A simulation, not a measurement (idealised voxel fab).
Module name: voxel self aligned contacts (process module)
Section cut is 245 nm wide and gridded with 5 nm square cells.
Format of a cross-section: grid, square cells. Given as bands. Order: top down. Band: one or more rows of cells. First you get the band's top height and its bottom height, in nm, and then the materials it's made of, left to right, with each width in nm. If you see a single material with "edge to edge", that one covers the band edge to edge. "empty" is empty space. Note: height 0 marks the level under which the wafer is uniformly one material as received. Lowest band unbounded below, written "0..down". Width: "30..40" (first number = top row, second number = bottom row, same change from row to row of cells). "nothing got changed", as given for a step, is the statement that not any cell of the cross-section underwent a change during that step. What "Unvented internal voids" gives you is every empty space of 8 cells or more that is cut off from the top. Each appears as width x height at distance, with the distance taken from the left edge and width, height and distance all in nm. What comes after the settings on a step's line is commentary from the simulator itself on that step. "overlay nm" on a masked step: distance the mask lay right of its planned place, negative for left. Reading guide: pairs of cross-sections, before and after one process step; after view cut off at lowest changed band; step and settings listed under each pair. Pairs may stem from different runs of this module on the same starting wafer; continuity with the pair above only where the "Pre-processing view" entry states it.
-- Pre-processing view
> 55..50: empty (55), then TiN (65), then empty (5), then TiN (65), then empty (55)
> 50..45: empty (25), then TiN (35), then SiO2 (55), then TiN (15), then SiO2 (55), then TiN (35), then empty (25)
> 45..30: empty (25), then TiN (5), then SiN (45), then SiO2 (25), then SiN (45), then SiO2 (25), then SiN (45), then TiN (5), then empty (25)
> 30..0: empty (25), then TiN (5), then SiN (5), then polySi (35), then SiN (5), then SiO2 (25), then SiN (5), then polySi (35), then SiN (5), then SiO2 (25), then SiN (5), then polySi (35), then SiN (5), then TiN (5), then empty (25)
> 0..-5: TiN (30), then SiO2 (185), then TiN (30)
> -5..down: Si edge to edge
> Unvented internal voids: none
-- Cut View, Post-Step
> 65..55: Ru edge to edge
> 55..50: Ru (55), then TiN (65), then Ru (5), then TiN (65), then Ru (55)
> 50..45: Ru (25), then TiN (35), then SiO2 (55), then TiN (15), then SiO2 (55), then TiN (35), then Ru (25)
> 45..30: Ru (25), then TiN (5), then SiN (45), then SiO2 (25), then SiN (45), then SiO2 (25), then SiN (45), then TiN (5), then Ru (25)
> 30..0: Ru (25), then TiN (5), then SiN (5), then polySi (35), then SiN (5), then SiO2 (25), then SiN (5), then polySi (35), then SiN (5), then SiO2 (25), then SiN (5), then polySi (35), then SiN (5), then TiN (5), then Ru (25)
> Rest of section, below 0: as before.
> Unvented internal voids: none
The before and after cross-sections above are linked by FILL_DEP, material Ru, thk nm 10
Pre-processing view: just use the after drawing of the pair above as your starting point.
-- Cut View, Post-Step
> 50..45: Ru (25), then TiN (35), then SiO2 (55), then TiN (15), then SiO2 (55), then TiN (35), then Ru (25)
> Rest of section, below 45: as before.
> Unvented internal voids: none
The before and after cross-sections above are linked by CMP, height nm 50
Pre-processing view: just use the after drawing of the pair above as your starting point.
-- Cut View, Post-Step
> 55..50: SiCN edge to edge
> Rest of section, below 50: as before.
> Unvented internal voids: none
The before and after cross-sections above are linked by CONFORMAL_DEP, material SiCN, thk nm 5
